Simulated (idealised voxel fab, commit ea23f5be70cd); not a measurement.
Documented hereafter: the process module known as voxel lift off.
Each square cell in cross-section cut measures 5 nm, and the section as a whole is 145 nm wide.
Think of the cross-section as a grid of square cells. We describe it in bands, top to bottom, and each band covers one or more rows of those cells.
The entry gives the band's vertical extent as a top height and a bottom height in nm, then its horizontal make-up as materials from left to right, each with a width in nm. "empty" stands for empty space; a single material marked "throughout" fills the band edge to edge.
Where do heights start? At 0: under that level the wafer as delivered is made of one material only. And the lowest band has no floor; it just carries on downward, as in "top 0, no bottom".
Top row gets the first number, bottom row gets the second, and each row in between changes by the same step: that is how a band width like "30..40" works.
Where the words "all unchanged" appear for a step, the cross-section shows no cell changed by that step; every cell remained as before.
You'll see "Closed voids list" listing empty spaces that have no way open to the top, as long as they're 8 cells or more; the notation is width x height at distance, where the distance is from the left edge, and all of it is in nm.
It should be noted that, on the line of a given step, the content following the step's settings is a remark produced by the simulator itself with respect to that step.
"overlay nm" answers the question of how far to the right of plan the mask lay on a step that has a mask, and when it is negative the answer is to the left.
## The planned process steps are enumerated hereunder
1: RECEIVE: material Si
2: CONFORMAL_DEP: material SiO2, thk nm 15
3: PATTERN: tone open, mask id LINES, material resist, width nm 20, pitch nm 50, thk nm 20, overlay nm 0
4: DIRECTIONAL_DEP: material Ru, thk nm 10
5: STRIP: etch materials resist
6: CONFORMAL_DEP: material SiN, thk nm 5
The wafers in this document start out alike and differ in the thk nm applied at step 6; the plan shows the value used for the first wafer.
## Cross-sectional view of the first of several wafers in the as-received condition, corresponding to the state following step 1
	top 0, no bottom = Si throughout
	Closed voids list: none
## first wafer at the end, after step 6
	top 30, bottom 25 = empty=30 / SiN=30 / empty=20 / SiN=30 / empty=35
	top 25, bottom 20 = empty=30 / SiN=5 / Ru=20 / SiN=5 / empty=20 / SiN=5 / Ru=20 / SiN=5 / empty=35
	top 20, bottom 15 = SiN=35 / Ru=20 / SiN=30 / Ru=20 / SiN=40
	top 15, bottom 0 = SiO2 throughout
	top 0, no bottom = Si throughout
	Closed voids list: none
## Cross-section, last wafer, module completion
	top 50, bottom 40 = empty=10 / SiN=120 / empty=15
	top 40, bottom 25 = SiN throughout
	top 25, bottom 15 = SiN=35 / Ru=20 / SiN=30 / Ru=20 / SiN=40
	top 15, bottom 0 = SiO2 throughout
	top 0, no bottom = Si throughout
	Closed voids list: none
## each wafer at the end: cells of each material gained (+) or lost (-) since it was received, then its closed voids
thk nm 5; +16 Ru; +37 SiN; +87 SiO2; Closed voids list: none
thk nm 10; +16 Ru; +74 SiN; +87 SiO2; Closed voids list: none
thk nm 15; +16 Ru; +111 SiN; +87 SiO2; Closed voids list: none
thk nm 20; +16 Ru; +144 SiN; +87 SiO2; Closed voids list: none
thk nm 25; +16 Ru; +177 SiN; +87 SiO2; Closed voids list: none
